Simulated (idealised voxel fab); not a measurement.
The process module that follows is named voxel self aligned contacts.
Displayed cross-section: cut, width of 240 nm, square cells sized 5 nm.
Cross-section format: a grid of square cells, given as bands from top to bottom; each band is one or more rows of cells. Band entry format. Leading values: height of top, height of bottom, nm. Remainder: materials in left-to-right order, each with its width in nm. Special words: "everywhere" on a single material, which then fills the band edge to edge; "air", empty space. Ref level 0: as-received wafer is one material below here. Bottom band extends down with no lower bound ("from 0 down"). Width: "30->40" (first number = top row, second number = bottom row, same change from row to row of cells). Take "all unchanged" at face value: in the step it is given for, the cross-section changed in none of its cells. Empty spaces without an open route to the top, at least 8 cells in extent, make up the entry "Encapsulated voids"; each is given as width x height at distance, where the distance is measured from the left edge, and all are in nm. Text after the settings on a step's line: the simulator's own remark on that step. "overlay nm" answers the question of how far to the right of plan the mask lay on a step that has a mask, and when it is negative the answer is to the left.
**plan**
1. op RECEIVE | material Si
2. op CONFORMAL_DEP | material SiO2 | thk nm 5
3. op DIRECTIONAL_DEP | material polySi | thk nm 20
4. op DIRECTIONAL_DEP | material SiN | thk nm 20
5. op MASKED_ETCH | tone cover | mask id GATE | width nm 25 | pitch nm 65 | etch materials SiN | depth nm 20 | overlay nm -15
6. op MASKED_ETCH | tone cover | mask id GATE | width nm 25 | pitch nm 65 | etch materials polySi | depth nm 20 | overlay nm 0
7. op CONFORMAL_DEP | material SiN | thk nm 10
8. op DIRECTIONAL_ETCH | etch materials SiN | depth nm 10
9. op FILL_DEP | material SiO2 | thk nm 10
10. op CMP | height nm 50
11. op DIRECTIONAL_DEP | material aC | thk nm 15
12. op PATTERN | tone open | mask id CONTACT | material resist | width nm 50 | pitch nm 65 | thk nm 30 | overlay nm 0
13. op DIRECTIONAL_ETCH | etch materials aC | depth nm 15
14. op STRIP | etch materials resist
15. op DIRECTIONAL_ETCH | etch materials SiO2 | depth nm 50
16. op STRIP | etch materials aC
17. op CONFORMAL_DEP | material TiN | thk nm 5
18. op FILL_DEP | material Ru | thk nm 10
19. op CMP | height nm 50
20. op CONFORMAL_DEP | material SiN | thk nm 5
The wafers are alike at the start. At step 5, their overlay nm differs. The plan lists the first wafer's value.
**Cross-section of the first of several wafers on receipt, reflecting completion of step 1**
- from 0 down: Si everywhere
- Encapsulated voids: none
**After the module's final step, step 20: the first of several wafers in cross-section**
- from 55 to 50: SiN everywhere
- from 50 to 45: 60 SiO2 | 5 TiN | 10 Ru | 35 TiN | 15 SiO2 | 5 TiN | 10 Ru | 35 TiN | 65 SiO2
- from 45 to 30: 15 SiO2 | 45 SiN | 5 TiN | 10 Ru | 5 TiN | 45 SiN | 5 TiN | 10 Ru | 5 TiN | 45 SiN | 50 SiO2
- from 30 to 25: 15 SiO2 | 45 SiN | 20 TiN | 45 SiN | 20 TiN | 45 SiN | 50 SiO2
- from 25 to 5: 15 SiO2 | 10 SiN | 40 polySi | 10 SiN | 5 TiN | 10 SiN | 40 polySi | 10 SiN | 5 TiN | 10 SiN | 40 polySi | 10 SiN | 35 SiO2
- from 5 to 0: 75 SiO2 | 5 TiN | 60 SiO2 | 5 TiN | 95 SiO2
- from 0 down: Si everywhere
- Encapsulated voids: none
**Showing the last wafer in cross-section at the end of the module**
- from 55 to 50: SiN everywhere
- from 50 to 45: 60 SiO2 | 35 TiN | 10 Ru | 5 TiN | 15 SiO2 | 35 TiN | 10 Ru | 5 TiN | 65 SiO2
- from 45 to 30: 45 SiO2 | 45 SiN | 5 TiN | 10 Ru | 5 TiN | 45 SiN | 5 TiN | 10 Ru | 5 TiN | 45 SiN | 20 SiO2
- from 30 to 25: 45 SiO2 | 45 SiN | 20 TiN | 45 SiN | 20 TiN | 45 SiN | 20 SiO2
- from 25 to 5: 30 SiO2 | 10 SiN | 40 polySi | 10 SiN | 5 TiN | 10 SiN | 40 polySi | 10 SiN | 5 TiN | 10 SiN | 40 polySi | 10 SiN | 20 SiO2
- from 5 to 0: 90 SiO2 | 5 TiN | 60 SiO2 | 5 TiN | 80 SiO2
- from 0 down: Si everywhere
- Encapsulated voids: none
**Table: wafers, a row each; end-of-module cell change per material since receipt, gain (+), loss (-); then closed voids**
overlay nm -15; +16 Ru; +204 SiN; +166 SiO2; +46 TiN; +96 polySi; Encapsulated voids: none
overlay nm -10; +16 Ru; +204 SiN; +168 SiO2; +56 TiN; +84 polySi; Encapsulated voids: none
overlay nm -5; +26 Ru; +204 SiN; +170 SiO2; +56 TiN; +72 polySi; Encapsulated voids: none
overlay nm 0; +36 Ru; +204 SiN; +172 SiO2; +56 TiN; +60 polySi; Encapsulated voids: none
overlay nm 5; +26 Ru; +204 SiN; +170 SiO2; +56 TiN; +72 polySi; Encapsulated voids: none
overlay nm 10; +16 Ru; +204 SiN; +168 SiO2; +56 TiN; +84 polySi; Encapsulated voids: none
overlay nm 15; +16 Ru; +204 SiN; +166 SiO2; +46 TiN; +96 polySi; Encapsulated voids: none
